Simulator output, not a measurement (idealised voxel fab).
Name of the process module below: voxel released beams
The cross-section shown here is cut; it is 265 nm wide and divided into square cells measuring 5 nm on a side.
Square cells in a grid make up a cross-section in this document, and the grid is given as bands, listed from the top down, each one or more rows of cells. The entry gives the band's vertical extent as a top height and a bottom height in nm, then its horizontal make-up as materials from left to right, each with a width in nm. "blank" stands for empty space; a single material marked "full width" fills the band edge to edge. Measure heights from 0. That's the level where, below it, the as-received wafer is all one material. The lowest band is bottomless and extends downward; write it as in "0 and below". Think of "30->40" as a width that walks from the first number to the second as you go down the band, top row to bottom row, taking equal-sized steps from row to row. Where the words "nothing got changed" appear for a step, the cross-section shows no cell changed by that step; every cell remained as before. "Enclosed internal voids" specifies each empty space that is not open to the top and that occupies no fewer than 8 cells, using the form width x height at distance, the distance measured from the left edge and all three quantities in nm. On each step's line, the part that comes after the settings is the simulator's own comment on the step. When a step includes a mask, the "overlay nm" setting on its line states how far to the right of its planned place that mask lay, and negative values state how far to the left.
## Process steps foreseen in the plan
step 1: op RECEIVE | material Si
step 2: op CONFORMAL_DEP | material SiN | thk nm 10
step 3: op DIRECTIONAL_DEP | material SiO2 | thk nm 15
step 4: op PATTERN | tone open | mask id ANCHOR | material resist | width nm 40 | thk nm 15 | overlay nm 0
step 5: op DIRECTIONAL_ETCH | etch materials SiO2 | depth nm 15
step 6: op STRIP | etch materials resist
step 7: op CONFORMAL_DEP | material W | thk nm 15
step 8: op DIRECTIONAL_DEP | material aC | thk nm 10
step 9: op PATTERN | tone cover | mask id BEAM | material resist | width nm 90 | thk nm 30 | overlay nm -15
step 10: op DIRECTIONAL_ETCH | etch materials aC | depth nm 10
step 11: op STRIP | etch materials resist
step 12: op DIRECTIONAL_ETCH | etch materials W | depth nm 15
step 13: op STRIP | etch materials aC
step 14: op STRIP | etch materials SiO2
It is noted that the wafers described herein are identical at the outset and are distinguished by the overlay nm of step 9; the value stated in the plan corresponds to the first wafer.
## Received wafers, first of several: cross-section after step 1
- 0 and below | Si full width
- Enclosed internal voids: none
## Cross-sectional representation of the first of several wafers at the end of the module, i.e. after its terminal step, step 14
- 40 down to 25 | 70 blank, 35 W, 10 blank, 45 W, 105 blank
- 25 down to 10 | 90 blank, 40 W, 135 blank
- 10 down to 0 | SiN full width
- 0 and below | Si full width
- Enclosed internal voids: none
## Here's the last wafer cross-sectioned at the end of the module
- 40 down to 25 | 100 blank, 5 W, 10 blank, 75 W, 75 blank
- 25 down to 10 | 90 blank, 40 W, 135 blank
- 10 down to 0 | SiN full width
- 0 and below | Si full width
- Enclosed internal voids: none
## End of module, by wafer: material-by-material cell gain (+) or loss (-) since receipt, then closed voids
overlay nm -15; +106 SiN; +72 W; Enclosed internal voids: none
overlay nm -10; +106 SiN; +72 W; Enclosed internal voids: none
overlay nm -5; +106 SiN; +72 W; Enclosed internal voids: none
overlay nm 0; +106 SiN; +72 W; Enclosed internal voids: none
overlay nm 5; +106 SiN; +72 W; Enclosed internal voids: none
overlay nm 10; +106 SiN; +72 W; Enclosed internal voids: none
overlay nm 15; +106 SiN; +72 W; Enclosed internal voids: none
